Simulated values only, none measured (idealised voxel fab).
Process module name: voxel transistor to metal
Section cut is 200 nm wide and gridded with 5 nm square cells.
We lay out every cross-section as a grid of square cells and spell it out in bands from the top down, where one band means one or more rows of cells.
Basically the band line says how high the top is and how high the bottom is, in nm, and then what's in it from left to right, every material with its width in nm. Empty space shows up as "air", and if a single material carries "full width" it runs the full band edge to edge.
Ref level 0: as-received wafer is one material below here. Bottom band extends down with no lower bound ("z 0 and below").
You'd read "30..40" like this: the band's top row of cells is as wide as the first number, its bottom row is as wide as the second, and going down, every row changes width by the same amount as the row before did.
A step reported as "nothing was modified" is a step in which no cell of the cross-section changed.
Closed-off voids of 8+ cells (no open route to the top) go in "Voids, sealed", written width x height at distance from the left edge, in nm.
Past the settings on a step's line: simulator remark, on that step.
If you see "overlay nm" on a step's line and that step has a mask, it's telling you how far right of where it was planned the mask ended up; a negative number means it went left instead.
Planned process steps:
step 1: RECEIVE [material Si]
step 2: OXIDIZE [depth nm 5]
step 3: CONFORMAL_DEP [material SiN] [thk nm 10]
step 4: MASKED_ETCH [tone cover] [mask id ACTIVE] [width nm 110] [etch materials SiN] [depth nm 10] [overlay nm 0]
step 5: MASKED_ETCH [tone cover] [mask id ACTIVE] [width nm 110] [etch materials SiO2] [depth nm 5] [overlay nm 0]
step 6: MASKED_ETCH [tone cover] [mask id ACTIVE] [width nm 110] [etch materials Si] [depth nm 35] [overlay nm 0]
step 7: OXIDIZE [depth nm 5]
step 8: FILL_DEP [material SiO2] [thk nm 5]
step 9: CMP [height nm 10]
step 10: SELECTIVE_ETCH [etch materials SiO2] [depth nm 10]
step 11: STRIP [etch materials SiN]
step 12: SELECTIVE_ETCH [etch materials SiO2] [depth nm 5]
step 13: OXIDIZE [depth nm 5]
step 14: DIRECTIONAL_DEP [material polySi] [thk nm 25]
step 15: DIRECTIONAL_DEP [material SiCN] [thk nm 15]
step 16: DIRECTIONAL_DEP [material aC] [thk nm 15]
step 17: PATTERN [tone cover] [mask id GATE] [material resist] [width nm 20] [thk nm 30] [overlay nm 0]
step 18: DIRECTIONAL_ETCH [etch materials aC] [depth nm 15]
step 19: STRIP [etch materials resist]
step 20: DIRECTIONAL_ETCH [etch materials SiCN] [depth nm 25]
step 21: DIRECTIONAL_ETCH [etch materials polySi] [depth nm 35]
step 22: STRIP [etch materials aC]
step 23: CONFORMAL_DEP [material SiO2] [thk nm 5]
step 24: DIRECTIONAL_ETCH [etch materials SiO2] [depth nm 5]
step 25: CONFORMAL_DEP [material SiN] [thk nm 5]
step 26: DIRECTIONAL_ETCH [etch materials SiN] [depth nm 5]
step 27: DIRECTIONAL_ETCH [etch materials SiO2] [depth nm 5]
step 28: DIRECTIONAL_ETCH [etch materials Si] [depth nm 10]
step 29: EPI [material nSi] [thk nm 10]
step 30: FILL_DEP [material SiO2] [thk nm 10]
step 31: CMP [height nm 35]
step 32: DIRECTIONAL_DEP [material SiO2] [thk nm 15]
step 33: DIRECTIONAL_DEP [material aC] [thk nm 10]
step 34: PATTERN [tone open] [mask id CONTACT] [material resist] [width nm 20] [pitch nm 80] [thk nm 25] [overlay nm 0]
step 35: DIRECTIONAL_ETCH [etch materials aC] [depth nm 10]
step 36: STRIP [etch materials resist]
step 37: DIRECTIONAL_ETCH [etch materials SiO2] [depth nm 60]
step 38: STRIP [etch materials aC]
step 39: CONFORMAL_DEP [material TiN] [thk nm 5]
step 40: FILL_DEP [material W] [thk nm 10]
step 41: CMP [height nm 50]
step 42: CONFORMAL_DEP [material SiN] [thk nm 5]
step 43: DIRECTIONAL_DEP [material lowk] [thk nm 25]
step 44: MASKED_ETCH [tone open] [mask id METAL_1] [width nm 20] [pitch nm 80] [etch materials lowk] [depth nm 25] [overlay nm 0]
step 45: MASKED_ETCH [tone open] [mask id METAL_1] [width nm 20] [pitch nm 80] [etch materials SiN] [depth nm 5] [overlay nm 0]
step 46: CONFORMAL_DEP [material TiN] [thk nm 5]
step 47: FILL_DEP [material W] [thk nm 10]
step 48: CMP [height nm 80]
step 49: EPI [material Ru] [thk nm 5]
step 50: FILL_DEP [material SiCN] [thk nm 5]
Cross-section of the wafer as it came to us, i.e., already through step 1:
z 0 and below  Si full width
Voids, sealed: none
The module was run from the start shown above using the plan shown above, but one mistake was made doing it; the resulting wafer cross-section is below:
z 90 to 85  SiCN full width
z 85 to 80  45 of SiCN; 30 of Ru; 50 of SiCN; 30 of Ru; 45 of SiCN
z 80 to 55  50 of lowk; 5 of TiN; 10 of W; 5 of TiN; 60 of lowk; 5 of TiN; 10 of W; 5 of TiN; 50 of lowk
z 55 to 50  50 of SiN; 20 of TiN; 60 of SiN; 20 of TiN; 50 of SiN
z 50 to 35  polySi full width
z 35 to 20  80 of SiO2; 5 of SiN; 5 of SiO2; 20 of SiCN; 5 of SiO2; 5 of SiN; 80 of SiO2
z 20 to 0  80 of SiO2; 5 of SiN; 5 of SiO2; 20 of polySi; 5 of SiO2; 5 of SiN; 80 of SiO2
z 0 to -5  70 of SiO2; 10 of nSi; 5 of SiN; 5 of SiO2; 20 of polySi; 5 of SiO2; 5 of SiN; 10 of nSi; 70 of SiO2
z -5 to -10  70 of SiO2; 10 of nSi; 40 of SiO2; 10 of nSi; 70 of SiO2
z -10 to -20  50 of SiO2; 30 of nSi; 40 of Si; 30 of nSi; 50 of SiO2
z -20 to -45  50 of SiO2; 100 of Si; 50 of SiO2
z -45 and below  Si full width
Voids, sealed: none
Here's what went sideways: planned and actual differ for step 32; actual: DIRECTIONAL_DEP [material polySi] [thk nm 15]
